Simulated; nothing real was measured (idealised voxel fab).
Documented hereafter: the process module known as voxel ribs on slabs.
In the cross-section labelled cut, the width is 275 nm and each square cell is 5 nm.
Cross-section layout: square cells on a grid; listed as bands, top to bottom; a band spans one or more cell rows.
A band entry consists of two parts. The first gives the height of the band's top and the height of its bottom, in nm. The rest lists the band's materials from left to right, each with its width in nm. A single material labelled with the word "throughout" fills the band from edge to edge, and the word "air" marks empty space.
Note: height 0 marks the level under which the wafer is uniformly one material as received. Lowest band unbounded below, written "0 down".
Think of "30..40" as a width that walks from the first number to the second as you go down the band, top row to bottom row, taking equal-sized steps from row to row.
No cell of the cross-section changed in a step that is given as "changes: none".
Listed in "Voids lacking openings": every empty space of 8 or more cells without an open way to the top. Form: width x height at distance, the distance being from the left edge, all in nm.
If you see something after the settings on a step's line, that's the simulator's own remark about that step.
Among the settings permitted on a step's line is "overlay nm"; applied to a step with a mask, it specifies the extent to which the mask lay to the right of its planned position, whereas a negative figure signifies a position to the left.
Pairs follow: section before one process step, section after it down to the lowest changed band, step with settings underneath. Pairs may come from different runs of this module on the same starting wafer; continuity with the pair above only as stated in the "Pre-step profile" entry.
## Pre-step profile
  0 down | Si throughout
  Voids lacking openings: none
## Post-Process Section
  20 to 0 | SiO2 throughout
  Under the height 0 nothing was changed.
  Voids lacking openings: none
Step between the pre-process and post-process cross-sections given above: DIRECTIONAL_DEP, material SiO2, thk nm 20
Pre-step profile: nothing new to draw here, it's the after view of the pair just above.
## Post-Process Section
  35 to 20 | polySi throughout
  Under the height 20 nothing was changed.
  Voids lacking openings: none
Step between the pre-process and post-process cross-sections given above: DIRECTIONAL_DEP, material polySi, thk nm 15
Pre-step profile: nothing new to draw here, it's the after view of the pair just above.
## Post-Process Section
  50 to 35 | aC throughout
  Under the height 35 nothing was changed.
  Voids lacking openings: none
Step between the pre-process and post-process cross-sections given above: DIRECTIONAL_DEP, material aC, thk nm 15
Pre-step profile: nothing new to draw here, it's the after view of the pair just above.
## Post-Process Section
  80 to 50 | air (130)  resist (15)  air (130)
  Under the height 50 nothing was changed.
  Voids lacking openings: none
Step between the pre-process and post-process cross-sections given above: PATTERN, tone cover, mask id RIB, material resist, width nm 15, thk nm 30, overlay nm 0
Pre-step profile: nothing new to draw here, it's the after view of the pair just above.
## Post-Process Section
  65 to 50 | air (130)  resist (15)  air (130)
  50 to 35 | air (130)  aC (15)  air (130)
  Under the height 35 nothing was changed.
  Voids lacking openings: none
Step between the pre-process and post-process cross-sections given above: DIRECTIONAL_ETCH, etch materials aC, depth nm 15
Pre-step profile: nothing new to draw here, it's the after view of the pair just above.
## Post-Process Section
  50 to 35 | air (130)  aC (15)  air (130)
  Under the height 35 nothing was changed.
  Voids lacking openings: none
Step between the pre-process and post-process cross-sections given above: STRIP, etch materials resist
Pre-step profile: nothing new to draw here, it's the after view of the pair just above.
## Post-Process Section
  50 to 35 | air (130)  aC (15)  air (130)
  35 to 25 | air (130)  polySi (15)  air (130)
  Under the height 25 nothing was changed.
  Voids lacking openings: none
Step between the pre-process and post-process cross-sections given above: DIRECTIONAL_ETCH, etch materials polySi, depth nm 10
Pre-step profile: nothing new to draw here, it's the after view of the pair just above.
## Post-Process Section
  35 to 25 | air (130)  polySi (15)  air (130)
  Under the height 25 nothing was changed.
  Voids lacking openings: none
Step between the pre-process and post-process cross-sections given above: STRIP, etch materials aC
Pre-step profile: nothing new to draw here, it's the after view of the pair just above.
## Post-Process Section
  35 to 25 | air (130)  polySi (15)  air (130)
  25 to 20 | air (100)  polySi (75)  air (100)
  Under the height 20 nothing was changed.
  Voids lacking openings: none
Step between the pre-process and post-process cross-sections given above: MASKED_ETCH, tone cover, mask id SLAB, width nm 75, etch materials polySi, depth nm 5, overlay nm 0
Pre-step profile: nothing new to draw here, it's the after view of the pair just above.
## Post-Process Section
  50 to 35 | SiO2 throughout
  35 to 25 | SiO2 (130)  polySi (15)  SiO2 (130)
  25 to 20 | SiO2 (100)  polySi (75)  SiO2 (100)
  Under the height 20 nothing was changed.
  Voids lacking openings: none
Step between the pre-process and post-process cross-sections given above: FILL_DEP, material SiO2, thk nm 15
Pre-step profile: nothing new to draw here, it's the after view of the pair just above.
## Post-Process Section
  45 to 35 | SiO2 throughout
  Under the height 35 nothing was changed.
  Voids lacking openings: none
Step between the pre-process and post-process cross-sections given above: CMP, height nm 45
Pre-step profile: nothing new to draw here, it's the after view of the pair just above.
## Post-Process Section
  55 to 45 | W throughout
  Under the height 45 nothing was changed.
  Voids lacking openings: none
Step between the pre-process and post-process cross-sections given above: DIRECTIONAL_DEP, material W, thk nm 10
Pre-step profile: nothing new to draw here, it's the after view of the pair just above.
## Post-Process Section
  55 to 45 | air (125)  W (25)  air (125)
  Under the height 45 nothing was changed.
  Voids lacking openings: none
Step between the pre-process and post-process cross-sections given above: MASKED_ETCH, tone cover, mask id HEATER, width nm 25, etch materials W, depth nm 10, overlay nm 0
Pre-step profile: nothing new to draw here, it's the after view of the pair just above.
## Post-Process Section
  60 to 55 | air (120)  SiO2 (35)  air (120)
  55 to 50 | air (120)  SiO2 (5)  W (25)  SiO2 (5)  air (120)
  50 to 45 | SiO2 (125)  W (25)  SiO2 (125)
  Under the height 45 nothing was changed.
  Voids lacking openings: none
Step between the pre-process and post-process cross-sections given above: CONFORMAL_DEP, material SiO2, thk nm 5
## Pre-step profile
  35 to 20 | polySi throughout
  20 to 0 | SiO2 throughout
  0 down | Si throughout
  Voids lacking openings: none
## Post-Process Section
  50 to 20 | polySi throughout
  Under the height 20 nothing was changed.
  Voids lacking openings: none
Step between the pre-process and post-process cross-sections given above: DIRECTIONAL_DEP, material polySi, thk nm 15
Pre-step profile: nothing new to draw here, it's the after view of the pair just above.
## Post-Process Section
  65 to 50 | aC throughout
  Under the height 50 nothing was changed.
  Voids lacking openings: none
Step between the pre-process and post-process cross-sections given above: DIRECTIONAL_DEP, material aC, thk nm 15
Pre-step profile: nothing new to draw here, it's the after view of the pair just above.
## Post-Process Section
  95 to 65 | air (130)  resist (15)  air (130)
  Under the height 65 nothing was changed.
  Voids lacking openings: none
Step between the pre-process and post-process cross-sections given above: PATTERN, tone cover, mask id RIB, material resist, width nm 15, thk nm 30, overlay nm 0
Pre-step profile: nothing new to draw here, it's the after view of the pair just above.
## Post-Process Section
  80 to 65 | air (130)  resist (15)  air (130)
  65 to 50 | air (130)  aC (15)  air (130)
  Under the height 50 nothing was changed.
  Voids lacking openings: none
Step between the pre-process and post-process cross-sections given above: DIRECTIONAL_ETCH, etch materials aC, depth nm 15
Pre-step profile: nothing new to draw here, it's the after view of the pair just above.
## Post-Process Section
  65 to 50 | air (130)  aC (15)  air (130)
  Under the height 50 nothing was changed.
  Voids lacking openings: none
Step between the pre-process and post-process cross-sections given above: STRIP, etch materials resist
Pre-step profile: nothing new to draw here, it's the after view of the pair just above.
## Post-Process Section
  65 to 50 | air (130)  aC (15)  air (130)
  50 to 40 | air (130)  polySi (15)  air (130)
  Under the height 40 nothing was changed.
  Voids lacking openings: none
Step between the pre-process and post-process cross-sections given above: DIRECTIONAL_ETCH, etch materials polySi, depth nm 10
Pre-step profile: nothing new to draw here, it's the after view of the pair just above.
## Post-Process Section
  50 to 40 | air (130)  polySi (15)  air (130)
  Under the height 40 nothing was changed.
  Voids lacking openings: none
Step between the pre-process and post-process cross-sections given above: STRIP, etch materials aC
Pre-step profile: nothing new to draw here, it's the after view of the pair just above.
## Post-Process Section
  50 to 40 | air (130)  polySi (15)  air (130)
  40 to 35 | air (100)  polySi (75)  air (100)
  Under the height 35 nothing was changed.
  Voids lacking openings: none
Step between the pre-process and post-process cross-sections given above: MASKED_ETCH, tone cover, mask id SLAB, width nm 75, etch materials polySi, depth nm 5, overlay nm 0
Pre-step profile: nothing new to draw here, it's the after view of the pair just above.
## Post-Process Section
  65 to 50 | SiO2 throughout
  50 to 40 | SiO2 (130)  polySi (15)  SiO2 (130)
  40 to 35 | SiO2 (100)  polySi (75)  SiO2 (100)
  Under the height 35 nothing was changed.
  Voids lacking openings: none
Step between the pre-process and post-process cross-sections given above: FILL_DEP, material SiO2, thk nm 15
Pre-step profile: nothing new to draw here, it's the after view of the pair just above.
## Post-Process Section
  45 to 35 | SiO2 (130..100)  polySi (15..75)  SiO2 (130..100)
  Under the height 35 nothing was changed.
  Voids lacking openings: none
Step between the pre-process and post-process cross-sections given above: CMP, height nm 45
Pre-step profile: nothing new to draw here, it's the after view of the pair just above.
## Post-Process Section
  55 to 45 | W throughout
  Under the height 45 nothing was changed.
  Voids lacking openings: none
Step between the pre-process and post-process cross-sections given above: DIRECTIONAL_DEP, material W, thk nm 10
Pre-step profile: nothing new to draw here, it's the after view of the pair just above.
## Post-Process Section
  55 to 45 | air (125)  W (25)  air (125)
  Under the height 45 nothing was changed.
  Voids lacking openings: none
Step between the pre-process and post-process cross-sections given above: MASKED_ETCH, tone cover, mask id HEATER, width nm 25, etch materials W, depth nm 10, overlay nm 0
Pre-step profile: nothing new to draw here, it's the after view of the pair just above.
## Post-Process Section
  60 to 55 | air (120)  SiO2 (35)  air (120)
  55 to 50 | air (120)  SiO2 (5)  W (25)  SiO2 (5)  air (120)
  50 to 45 | SiO2 (125)  W (25)  SiO2 (125)
  Under the height 45 nothing was changed.
  Voids lacking openings: none
Step between the pre-process and post-process cross-sections given above: CONFORMAL_DEP, material SiO2, thk nm 5
## Pre-step profile
  0 down | Si throughout
  Voids lacking openings: none
## Post-Process Section
  15 to 0 | polySi throughout
  Under the height 0 nothing was changed.
  Voids lacking openings: none
Step between the pre-process and post-process cross-sections given above: DIRECTIONAL_DEP, material polySi, thk nm 15
Pre-step profile: nothing new to draw here, it's the after view of the pair just above.
## Post-Process Section
  35 to 15 | SiO2 throughout
  Under the height 15 nothing was changed.
  Voids lacking openings: none
Step between the pre-process and post-process cross-sections given above: DIRECTIONAL_DEP, material SiO2, thk nm 20
Pre-step profile: nothing new to draw here, it's the after view of the pair just above.
## Post-Process Section
  50 to 35 | aC throughout
  Under the height 35 nothing was changed.
  Voids lacking openings: none
Step between the pre-process and post-process cross-sections given above: DIRECTIONAL_DEP, material aC, thk nm 15
Pre-step profile: nothing new to draw here, it's the after view of the pair just above.
## Post-Process Section
  80 to 50 | air (130)  resist (15)  air (130)
  Under the height 50 nothing was changed.
  Voids lacking openings: none
Step between the pre-process and post-process cross-sections given above: PATTERN, tone cover, mask id RIB, material resist, width nm 15, thk nm 30, overlay nm 0
Pre-step profile: nothing new to draw here, it's the after view of the pair just above.
## Post-Process Section
  65 to 50 | air (130)  resist (15)  air (130)
  50 to 35 | air (130)  aC (15)  air (130)
  Under the height 35 nothing was changed.
  Voids lacking openings: none
Step between the pre-process and post-process cross-sections given above: DIRECTIONAL_ETCH, etch materials aC, depth nm 15
Pre-step profile: nothing new to draw here, it's the after view of the pair just above.
## Post-Process Section
  50 to 35 | air (130)  aC (15)  air (130)
  Under the height 35 nothing was changed.
  Voids lacking openings: none
Step between the pre-process and post-process cross-sections given above: STRIP, etch materials resist
Pre-step profile: nothing new to draw here, it's the after view of the pair just above.
## Post-Process Section
  35 to 15 | SiO2 throughout
  Under the height 15 nothing was changed.
  Voids lacking openings: none
Step between the pre-process and post-process cross-sections given above: STRIP, etch materials aC
Pre-step profile: nothing new to draw here, it's the after view of the pair just above.
## Post-Process Section
  50 to 15 | SiO2 throughout
  Under the height 15 nothing was changed.
  Voids lacking openings: none
Step between the pre-process and post-process cross-sections given above: FILL_DEP, material SiO2, thk nm 15
Pre-step profile: nothing new to draw here, it's the after view of the pair just above.
## Post-Process Section
  45 to 15 | SiO2 throughout
  Under the height 15 nothing was changed.
  Voids lacking openings: none
Step between the pre-process and post-process cross-sections given above: CMP, height nm 45
Pre-step profile: nothing new to draw here, it's the after view of the pair just above.
## Post-Process Section
  55 to 45 | W throughout
  Under the height 45 nothing was changed.
  Voids lacking openings: none
Step between the pre-process and post-process cross-sections given above: DIRECTIONAL_DEP, material W, thk nm 10
Pre-step profile: nothing new to draw here, it's the after view of the pair just above.
## Post-Process Section
  55 to 45 | air (125)  W (25)  air (125)
  Under the height 45 nothing was changed.
  Voids lacking openings: none
Step between the pre-process and post-process cross-sections given above: MASKED_ETCH, tone cover, mask id HEATER, width nm 25, etch materials W, depth nm 10, overlay nm 0
Pre-step profile: nothing new to draw here, it's the after view of the pair just above.
## Post-Process Section
  60 to 55 | air (120)  SiO2 (35)  air (120)
  55 to 50 | air (120)  SiO2 (5)  W (25)  SiO2 (5)  air (120)
  50 to 45 | SiO2 (125)  W (25)  SiO2 (125)
  Under the height 45 nothing was changed.
  Voids lacking openings: none
Step between the pre-process and post-process cross-sections given above: CONFORMAL_DEP, material SiO2, thk nm 5
## Pre-step profile
  55 to 45 | W throughout
  45 to 35 | SiO2 throughout
  35 to 25 | SiO2 (130)  polySi (15)  SiO2 (130)
  25 to 20 | SiO2 (100)  polySi (75)  SiO2 (100)
  20 to 0 | SiO2 throughout
  0 down | Si throughout
  Voids lacking openings: none
## Post-Process Section
  55 to 50 | air (125)  W (25)  air (125)
  Under the height 50 nothing was changed.
  Voids lacking openings: none
Step between the pre-process and post-process cross-sections given above: MASKED_ETCH, tone cover, mask id HEATER, width nm 25, etch materials W, depth nm 5, overlay nm 0
Pre-step profile: nothing new to draw here, it's the after view of the pair just above.
## Post-Process Section
  60 to 55 | air (120)  SiO2 (35)  air (120)
  55 to 50 | SiO2 (125)  W (25)  SiO2 (125)
  Under the height 50 nothing was changed.
  Voids lacking openings: none
Step between the pre-process and post-process cross-sections given above: CONFORMAL_DEP, material SiO2, thk nm 5
## Pre-step profile
  50 to 35 | aC throughout
  35 to 20 | polySi throughout
  20 to 0 | SiO2 throughout
  0 down | Si throughout
  Voids lacking openings: none
## Post-Process Section
  80 to 50 | air (130)  resist (20)  air (125)
  Under the height 50 nothing was changed.
  Voids lacking openings: none
Step between the pre-process and post-process cross-sections given above: PATTERN, tone cover, mask id RIB, material resist, width nm 20, thk nm 30, overlay nm 0
Pre-step profile: nothing new to draw here, it's the after view of the pair just above.
## Post-Process Section
  65 to 50 | air (130)  resist (20)  air (125)
  50 to 35 | air (130)  aC (20)  air (125)
  Under the height 35 nothing was changed.
  Voids lacking openings: none
Step between the pre-process and post-process cross-sections given above: DIRECTIONAL_ETCH, etch materials aC, depth nm 15
Pre-step profile: nothing new to draw here, it's the after view of the pair just above.
## Post-Process Section
  50 to 35 | air (130)  aC (20)  air (125)
  Under the height 35 nothing was changed.
  Voids lacking openings: none
Step between the pre-process and post-process cross-sections given above: STRIP, etch materials resist
Pre-step profile: nothing new to draw here, it's the after view of the pair just above.
## Post-Process Section
  50 to 35 | air (130)  aC (20)  air (125)
  35 to 25 | air (130)  polySi (20)  air (125)
  Under the height 25 nothing was changed.
  Voids lacking openings: none
Step between the pre-process and post-process cross-sections given above: DIRECTIONAL_ETCH, etch materials polySi, depth nm 10
Pre-step profile: nothing new to draw here, it's the after view of the pair just above.
## Post-Process Section
  35 to 25 | air (130)  polySi (20)  air (125)
  Under the height 25 nothing was changed.
  Voids lacking openings: none
Step between the pre-process and post-process cross-sections given above: STRIP, etch materials aC
Pre-step profile: nothing new to draw here, it's the after view of the pair just above.
## Post-Process Section
  35 to 25 | air (130)  polySi (20)  air (125)
  25 to 20 | air (100)  polySi (75)  air (100)
  Under the height 20 nothing was changed.
  Voids lacking openings: none
Step between the pre-process and post-process cross-sections given above: MASKED_ETCH, tone cover, mask id SLAB, width nm 75, etch materials polySi, depth nm 5, overlay nm 0
Pre-step profile: nothing new to draw here, it's the after view of the pair just above.
## Post-Process Section
  50 to 35 | SiO2 throughout
  35 to 25 | SiO2 (130)  polySi (20)  SiO2 (125)
  25 to 20 | SiO2 (100)  polySi (75)  SiO2 (100)
  Under the height 20 nothing was changed.
  Voids lacking openings: none
Step between the pre-process and post-process cross-sections given above: FILL_DEP, material SiO2, thk nm 15
Pre-step profile: nothing new to draw here, it's the after view of the pair just above.
## Post-Process Section
  45 to 35 | SiO2 throughout
  Under the height 35 nothing was changed.
  Voids lacking openings: none
Step between the pre-process and post-process cross-sections given above: CMP, height nm 45
Pre-step profile: nothing new to draw here, it's the after view of the pair just above.
## Post-Process Section
  55 to 45 | W throughout
  Under the height 45 nothing was changed.
  Voids lacking openings: none
Step between the pre-process and post-process cross-sections given above: DIRECTIONAL_DEP, material W, thk nm 10
Pre-step profile: nothing new to draw here, it's the after view of the pair just above.
## Post-Process Section
  55 to 45 | air (125)  W (25)  air (125)
  Under the height 45 nothing was changed.
  Voids lacking openings: none
Step between the pre-process and post-process cross-sections given above: MASKED_ETCH, tone cover, mask id HEATER, width nm 25, etch materials W, depth nm 10, overlay nm 0
Pre-step profile: nothing new to draw here, it's the after view of the pair just above.
## Post-Process Section
  60 to 55 | air (120)  SiO2 (35)  air (120)
  55 to 50 | air (120)  SiO2 (5)  W (25)  SiO2 (5)  air (120)
  50 to 45 | SiO2 (125)  W (25)  SiO2 (125)
  Under the height 45 nothing was changed.
  Voids lacking openings: none
Step between the pre-process and post-process cross-sections given above: CONFORMAL_DEP, material SiO2, thk nm 5
## Pre-step profile
  50 to 35 | aC throughout
  35 to 20 | polySi throughout
  20 to 0 | SiO2 throughout
  0 down | Si throughout
  Voids lacking openings: none
## Post-Process Section
  80 to 50 | air (140)  resist (15)  air (120)
  Under the height 50 nothing was changed.
  Voids lacking openings: none
Step between the pre-process and post-process cross-sections given above: PATTERN, tone cover, mask id RIB, material resist, width nm 15, thk nm 30, overlay nm 10
Pre-step profile: nothing new to draw here, it's the after view of the pair just above.
## Post-Process Section
  65 to 50 | air (140)  resist (15)  air (120)
  50 to 35 | air (140)  aC (15)  air (120)
  Under the height 35 nothing was changed.
  Voids lacking openings: none
Step between the pre-process and post-process cross-sections given above: DIRECTIONAL_ETCH, etch materials aC, depth nm 15
Pre-step profile: nothing new to draw here, it's the after view of the pair just above.
## Post-Process Section
  50 to 35 | air (140)  aC (15)  air (120)
  Under the height 35 nothing was changed.
  Voids lacking openings: none
Step between the pre-process and post-process cross-sections given above: STRIP, etch materials resist
Pre-step profile: nothing new to draw here, it's the after view of the pair just above.
## Post-Process Section
  50 to 35 | air (140)  aC (15)  air (120)
  35 to 25 | air (140)  polySi (15)  air (120)
  Under the height 25 nothing was changed.
  Voids lacking openings: none
Step between the pre-process and post-process cross-sections given above: DIRECTIONAL_ETCH, etch materials polySi, depth nm 10
Pre-step profile: nothing new to draw here, it's the after view of the pair just above.
## Post-Process Section
  35 to 25 | air (140)  polySi (15)  air (120)
  Under the height 25 nothing was changed.
  Voids lacking openings: none
Step between the pre-process and post-process cross-sections given above: STRIP, etch materials aC
Pre-step profile: nothing new to draw here, it's the after view of the pair just above.
## Post-Process Section
  35 to 25 | air (140)  polySi (15)  air (120)
  25 to 20 | air (100)  polySi (75)  air (100)
  Under the height 20 nothing was changed.
  Voids lacking openings: none
Step between the pre-process and post-process cross-sections given above: MASKED_ETCH, tone cover, mask id SLAB, width nm 75, etch materials polySi, depth nm 5, overlay nm 0
Pre-step profile: nothing new to draw here, it's the after view of the pair just above.
## Post-Process Section
  50 to 35 | SiO2 throughout
  35 to 25 | SiO2 (140)  polySi (15)  SiO2 (120)
  25 to 20 | SiO2 (100)  polySi (75)  SiO2 (100)
  Under the height 20 nothing was changed.
  Voids lacking openings: none
Step between the pre-process and post-process cross-sections given above: FILL_DEP, material SiO2, thk nm 15
Pre-step profile: nothing new to draw here, it's the after view of the pair just above.
## Post-Process Section
  45 to 35 | SiO2 throughout
  Under the height 35 nothing was changed.
  Voids lacking openings: none
Step between the pre-process and post-process cross-sections given above: CMP, height nm 45
Pre-step profile: nothing new to draw here, it's the after view of the pair just above.
## Post-Process Section
  55 to 45 | W throughout
  Under the height 45 nothing was changed.
  Voids lacking openings: none
Step between the pre-process and post-process cross-sections given above: DIRECTIONAL_DEP, material W, thk nm 10
Pre-step profile: nothing new to draw here, it's the after view of the pair just above.
## Post-Process Section
  55 to 45 | air (125)  W (25)  air (125)
  Under the height 45 nothing was changed.
  Voids lacking openings: none
Step between the pre-process and post-process cross-sections given above: MASKED_ETCH, tone cover, mask id HEATER, width nm 25, etch materials W, depth nm 10, overlay nm 0
Pre-step profile: nothing new to draw here, it's the after view of the pair just above.
## Post-Process Section
  60 to 55 | air (120)  SiO2 (35)  air (120)
  55 to 50 | air (120)  SiO2 (5)  W (25)  SiO2 (5)  air (120)
  50 to 45 | SiO2 (125)  W (25)  SiO2 (125)
  Under the height 45 nothing was changed.
  Voids lacking openings: none
Step between the pre-process and post-process cross-sections given above: CONFORMAL_DEP, material SiO2, thk nm 5
## Pre-step profile
  55 to 45 | air (125)  W (25)  air (125)
  45 to 35 | SiO2 throughout
  35 to 25 | SiO2 (130)  polySi (15)  SiO2 (130)
  25 to 20 | SiO2 (100)  polySi (75)  SiO2 (100)
  20 to 0 | SiO2 throughout
  0 down | Si throughout
  Voids lacking openings: none
## Post-Process Section
  60 to 50 | air (120)  W (35)  air (120)
  50 to 45 | W throughout
  Under the height 45 nothing was changed.
  Voids lacking openings: none
Step between the pre-process and post-process cross-sections given above: CONFORMAL_DEP, material W, thk nm 5
## Pre-step profile
  35 to 25 | air (130)  polySi (15)  air (130)
  25 to 20 | polySi throughout
  20 to 0 | SiO2 throughout
  0 down | Si throughout
  Voids lacking openings: none
## Post-Process Section
  30 to 25 | air (130)  polySi (15)  air (130)
  25 to 20 | polySi (100)  air (30)  polySi (15)  air (30)  polySi (100)
  Under the height 20 nothing was changed.
  Voids lacking openings: none
Step between the pre-process and post-process cross-sections given above: MASKED_ETCH, tone open, mask id SLAB, width nm 75, etch materials polySi, depth nm 5, overlay nm 0
Pre-step profile: nothing new to draw here, it's the after view of the pair just above.
## Post-Process Section
  45 to 30 | SiO2 throughout
  30 to 25 | SiO2 (130)  polySi (15)  SiO2 (130)
  25 to 20 | polySi (100)  SiO2 (30)  polySi (15)  SiO2 (30)  polySi (100)
  Under the height 20 nothing was changed.
  Voids lacking openings: none
Step between the pre-process and post-process cross-sections given above: FILL_DEP, material SiO2, thk nm 15
Pre-step profile: nothing new to draw here, it's the after view of the pair just above.
## Post-Process Section
  55 to 45 | W throughout
  Under the height 45 nothing was changed.
  Voids lacking openings: none
Step between the pre-process and post-process cross-sections given above: DIRECTIONAL_DEP, material W, thk nm 10
Pre-step profile: nothing new to draw here, it's the after view of the pair just above.
## Post-Process Section
  55 to 45 | air (125)  W (25)  air (125)
  Under the height 45 nothing was changed.
  Voids lacking openings: none
Step between the pre-process and post-process cross-sections given above: MASKED_ETCH, tone cover, mask id HEATER, width nm 25, etch materials W, depth nm 10, overlay nm 0
Pre-step profile: nothing new to draw here, it's the after view of the pair just above.
## Post-Process Section
  60 to 55 | air (120)  SiO2 (35)  air (120)
  55 to 50 | air (120)  SiO2 (5)  W (25)  SiO2 (5)  air (120)
  50 to 45 | SiO2 (125)  W (25)  SiO2 (125)
  Under the height 45 nothing was changed.
  Voids lacking openings: none
Step between the pre-process and post-process cross-sections given above: CONFORMAL_DEP, material SiO2, thk nm 5
